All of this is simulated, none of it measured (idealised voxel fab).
Presented below is a process module, voxel gate over fins.
The cross-section shown here is cut; it is 195 nm wide and divided into square cells measuring 5 nm on a side.
Cross-section format: a grid of square cells, given as bands from top to bottom; each band is one or more rows of cells.
In this notation a band is specified by the heights of its top and bottom, in that order and in nm, after which its materials appear from left to right, each paired with its width in nm. The word "everywhere" attached to a single material means that material fills the band from edge to edge; the word "blank" stands for empty space.
Heights are expressed relative to 0, this being the level below which the as-received wafer comprises one material exclusively. The lowest band is unbounded in the downward direction and is denoted as in "top 0, no bottom".
When a width is written as two numbers, as in "30->40", the first number is the width in the top row of cells of the band and the second is the width in its bottom row, and the width changes by the same amount from each row to the next.
Take "remains unaltered" at face value: in the step it is given for, the cross-section changed in none of its cells.
Enclosed voids (no open way to top), threshold 8 cells or more, entry "Enclosed empty spaces", notation width x height at distance, distance from left edge, nm.
Anything after a step's settings on that line? It's the simulator's own note about the step.
overlay nm: mask offset rightward from planned place, masked step; negative means leftward offset.
LIST OF PLANNED PROCESS STEPS
1,RECEIVE,material Si
2,CONFORMAL_DEP,material SiN,thk nm 5
3,DIRECTIONAL_DEP,material aC,thk nm 15
4,PATTERN,tone cover,mask id FINS,material resist,width nm 15,pitch nm 50,thk nm 35,overlay nm 0
5,DIRECTIONAL_ETCH,etch materials aC,depth nm 15
6,STRIP,etch materials resist
7,DIRECTIONAL_ETCH,etch materials SiN,depth nm 5
8,DIRECTIONAL_ETCH,etch materials Si,depth nm 40
9,STRIP,etch materials aC
10,FILL_DEP,material SiO2,thk nm 15
11,CMP,height nm 5
12,DIRECTIONAL_DEP,material aC,thk nm 15
13,PATTERN,tone open,mask id RAIL,material resist,width nm 15,thk nm 30,overlay nm 0
14,DIRECTIONAL_ETCH,etch materials aC,depth nm 15
15,STRIP,etch materials resist
16,DIRECTIONAL_ETCH,etch materials SiO2,depth nm 40
17,STRIP,etch materials aC
18,CONFORMAL_DEP,material TiN,thk nm 5
19,FILL_DEP,material W,thk nm 5
20,CMP,height nm 5
21,SELECTIVE_ETCH,etch materials W Ru TiN,depth nm 25
22,FILL_DEP,material SiO2,thk nm 5
23,CMP,height nm 5
24,SELECTIVE_ETCH,etch materials SiO2,depth nm 15
25,STRIP,etch materials SiN
26,CONFORMAL_DEP,material HfO2,thk nm 5
27,CONFORMAL_DEP,material TiN,thk nm 5
28,CONFORMAL_DEP,material TiAl,thk nm 5
29,CONFORMAL_DEP,material TiN,thk nm 5
30,FILL_DEP,material W,thk nm 10
31,CMP,height nm 25
32,CONFORMAL_DEP,material SiN,thk nm 5
The wafers are alike at the start. At step 32, their thk nm differs. The plan lists the first wafer's value.
THE AS-RECEIVED CROSS-SECTION OF THE FIRST OF SEVERAL WAFERS CORRESPONDS TO THE STATE AFTER STEP 1
* top 0, no bottom  Si everywhere
* Enclosed empty spaces: none
FIRST WAFER AT THE END, AFTER STEP 32
* top 30, bottom 25  SiN everywhere
* top 25, bottom 20  W everywhere
* top 20, bottom 15  45 W  105 TiN  45 W
* top 15, bottom 10  45 W  5 TiN  45 TiAl  5 TiN  45 TiAl  5 TiN  45 W
* top 10, bottom 5  50 TiN  5 TiAl  35 TiN  5 TiAl  5 TiN  5 TiAl  35 TiN  5 TiAl  50 TiN
* top 5, bottom 0  55 TiAl  5 TiN  25 HfO2  5 TiN  15 TiAl  5 TiN  25 HfO2  5 TiN  55 TiAl
* top 0, bottom -5  60 TiN  5 HfO2  15 Si  5 HfO2  25 TiN  5 HfO2  15 Si  5 HfO2  60 TiN
* top -5, bottom -10  65 HfO2  15 Si  35 HfO2  15 Si  65 HfO2
* top -10, bottom -20  65 SiO2  15 Si  35 SiO2  15 Si  65 SiO2
* top -20, bottom -30  65 SiO2  15 Si  10 SiO2  5 TiN  5 W  5 TiN  10 SiO2  15 Si  65 SiO2
* top -30, bottom -35  65 SiO2  15 Si  10 SiO2  15 TiN  10 SiO2  15 Si  65 SiO2
* top -35, bottom -40  65 SiO2  15 Si  35 SiO2  15 Si  65 SiO2
* top -40, no bottom  Si everywhere
* Enclosed empty spaces: none
FINAL WAFER OF SEVERAL, SHOWN IN CROSS-SECTION AT THE END OF THE MODULE
* top 50, bottom 25  SiN everywhere
* top 25, bottom 20  W everywhere
* top 20, bottom 15  45 W  105 TiN  45 W
* top 15, bottom 10  45 W  5 TiN  45 TiAl  5 TiN  45 TiAl  5 TiN  45 W
* top 10, bottom 5  50 TiN  5 TiAl  35 TiN  5 TiAl  5 TiN  5 TiAl  35 TiN  5 TiAl  50 TiN
* top 5, bottom 0  55 TiAl  5 TiN  25 HfO2  5 TiN  15 TiAl  5 TiN  25 HfO2  5 TiN  55 TiAl
* top 0, bottom -5  60 TiN  5 HfO2  15 Si  5 HfO2  25 TiN  5 HfO2  15 Si  5 HfO2  60 TiN
* top -5, bottom -10  65 HfO2  15 Si  35 HfO2  15 Si  65 HfO2
* top -10, bottom -20  65 SiO2  15 Si  35 SiO2  15 Si  65 SiO2
* top -20, bottom -30  65 SiO2  15 Si  10 SiO2  5 TiN  5 W  5 TiN  10 SiO2  15 Si  65 SiO2
* top -30, bottom -35  65 SiO2  15 Si  10 SiO2  15 TiN  10 SiO2  15 Si  65 SiO2
* top -35, bottom -40  65 SiO2  15 Si  35 SiO2  15 Si  65 SiO2
* top -40, no bottom  Si everywhere
* Enclosed empty spaces: none
EVERY ROW IN THIS TABLE IS A WAFER AT THE END OF THE MODULE, AND IT GIVES, FOR EACH OF THE MATERIALS, THE CELLS THAT WAFER HAS GAINED (+) OR LOST (-) SINCE IT WAS RECEIVED, THEN ITS CLOSED VOIDS
thk nm 5, +47 HfO2, -264 Si, +39 SiN, +189 SiO2, +47 TiAl, +99 TiN, +77 W, Enclosed empty spaces: none
thk nm 10, +47 HfO2, -264 Si, +78 SiN, +189 SiO2, +47 TiAl, +99 TiN, +77 W, Enclosed empty spaces: none
thk nm 15, +47 HfO2, -264 Si, +117 SiN, +189 SiO2, +47 TiAl, +99 TiN, +77 W, Enclosed empty spaces: none
thk nm 20, +47 HfO2, -264 Si, +156 SiN, +189 SiO2, +47 TiAl, +99 TiN, +77 W, Enclosed empty spaces: none
thk nm 25, +47 HfO2, -264 Si, +195 SiN, +189 SiO2, +47 TiAl, +99 TiN, +77 W, Enclosed empty spaces: none
